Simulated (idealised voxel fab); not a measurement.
process module | voxel capacitor over wiring
cross-section cut | 265 nm wide | cells 5 nm
A cross-section is a grid of square cells, given in bands from the top down. A band is one or more rows of cells.
Each band's line starts with the height of the band's top and of its bottom, in nm. Then come its materials from left to right, each with its width in nm. One material with "throughout" fills the band from edge to edge. "air" is empty space.
Height 0 is the level under which the wafer as received is all one material. The lowest band goes on downwards, as in "0 down".
A width such as "30 to 40" changes by the same amount from each row of cells to the next, from the band's top row to its bottom row.
"no change" after a step means that no cell of the cross-section changed.
closed voids: empty space of 8 cells or more with no open way to the top, each as width x height at its distance from the left edge, in nm
after a step's settings: what the simulator itself notes on the step
overlay nm, on a step with a mask: how far to the right of its planned place the mask lay; to the left if negative
plan
1 op RECEIVE | material Si
2 op CONFORMAL_DEP | material SiO2 | thk nm 10
3 op DIRECTIONAL_DEP | material TiN | thk nm 5
4 op DIRECTIONAL_DEP | material Ru | thk nm 15
5 op MASKED_ETCH | tone cover | mask id METAL_1 | width nm 20 | pitch nm 70 | etch materials Ru | depth nm 15 | overlay nm 0
6 op MASKED_ETCH | tone cover | mask id METAL_1 | width nm 20 | pitch nm 70 | etch materials TiN | depth nm 5 | overlay nm 0
7 op CONFORMAL_DEP | material SiCN | thk nm 5
8 op FILL_DEP | material lowk | thk nm 10
9 op CMP | height nm 30
10 op CONFORMAL_DEP | material SiCN | thk nm 5
11 op DIRECTIONAL_DEP | material lowk | thk nm 20
12 op PATTERN | tone open | mask id PLUG_1 | material resist | width nm 15 | thk nm 15 | overlay nm 0
13 op DIRECTIONAL_ETCH | etch materials lowk | depth nm 20
14 op DIRECTIONAL_ETCH | etch materials SiCN | depth nm 5
15 op STRIP | etch materials resist
16 op CONFORMAL_DEP | material TiN | thk nm 5
17 op FILL_DEP | material Cu | thk nm 10
18 op CMP | height nm 55
19 op DIRECTIONAL_DEP | material TiN | thk nm 5
20 op DIRECTIONAL_DEP | material HfO2 | thk nm 5
21 op DIRECTIONAL_DEP | material TiN | thk nm 5
22 op PATTERN | tone cover | mask id UPPER_PLATE | material resist | width nm 55 | thk nm 20 | overlay nm 0
23 op DIRECTIONAL_ETCH | etch materials TiN | depth nm 5
24 op DIRECTIONAL_ETCH | etch materials HfO2 | depth nm 5
25 op STRIP | etch materials resist
26 op MASKED_ETCH | tone cover | mask id LOWER_PLATE | width nm 65 | etch materials TiN | depth nm 5 | overlay nm 0
27 op FILL_DEP | material SiO2 | thk nm 15
28 op CMP | height nm 80
29 op PATTERN | tone open | mask id PLUG_2 | material resist | width nm 15 | thk nm 20 | overlay nm 0
30 op DIRECTIONAL_ETCH | etch materials SiO2 | depth nm 10
31 op STRIP | etch materials resist
32 op CONFORMAL_DEP | material TiN | thk nm 5
33 op FILL_DEP | material Cu | thk nm 10
34 op CMP | height nm 80
35 op CONFORMAL_DEP | material SiN | thk nm 5
as received, after step 1
  0 down: Si throughout
  closed voids: none
first wafer at the end, as planned
  85 to 80: SiN throughout
  80 to 75: SiO2 100 | TiN 5 | Cu 5 | TiN 5 | SiO2 150
  75 to 65: SiO2 100 to 90 | TiN 15 to 55 | SiO2 150 to 120
  65 to 60: SiO2 90 | HfO2 55 | SiO2 120
  60 to 55: SiO2 85 | TiN 65 | SiO2 115
  55 to 35: lowk 90 | TiN 5 | Cu 5 | TiN 5 | lowk 160
  35 to 30: SiCN 90 | TiN 15 | SiCN 160
  30 to 15: lowk 80 | SiCN 5 | Ru 20 | SiCN 5 | lowk 40 | SiCN 5 | Ru 20 | SiCN 5 | lowk 85
  15 to 10: SiCN 85 | TiN 20 | SiCN 50 | TiN 20 | SiCN 90
  10 to 0: SiO2 throughout
  0 down: Si throughout
  closed voids: none
second wafer at the end: like start, like plan, one mistake
  85 to 80: SiN throughout
  80 to 75: SiO2 100 | TiN 5 | Cu 5 | TiN 5 | SiO2 150
  75 to 65: SiO2 100 to 90 | TiN 15 to 55 | SiO2 150 to 120
  65 to 60: SiO2 90 | HfO2 55 | SiO2 120
  60 to 55: SiO2 85 | TiN 65 | SiO2 115
  55 to 35: lowk 90 | TiN 5 | Cu 5 | TiN 5 | lowk 160
  35 to 30: SiCN 90 | TiN 15 | SiCN 160
  30 to 20: lowk 85 | SiCN 5 | Ru 15 | SiCN 5 | lowk 45 | SiCN 5 | Ru 15 | SiCN 5 | lowk 85
  20 to 15: lowk 80 | SiCN 10 | Ru 15 | SiCN 5 | lowk 40 | SiCN 10 | Ru 15 | SiCN 5 | lowk 85
  15 to 10: SiCN 85 | TiN 20 | SiCN 50 | TiN 20 | SiCN 90
  10 to 0: SiO2 throughout
  0 down: Si throughout
  closed voids: none
what went wrong: step 5 ran as: op MASKED_ETCH | tone cover | mask id METAL_1 | width nm 15 | pitch nm 70 | etch materials Ru | depth nm 15 | overlay nm 0
at the end the second wafer has, in cells: 6 fewer of Ru | 2 more of SiCN | 4 more of lowk
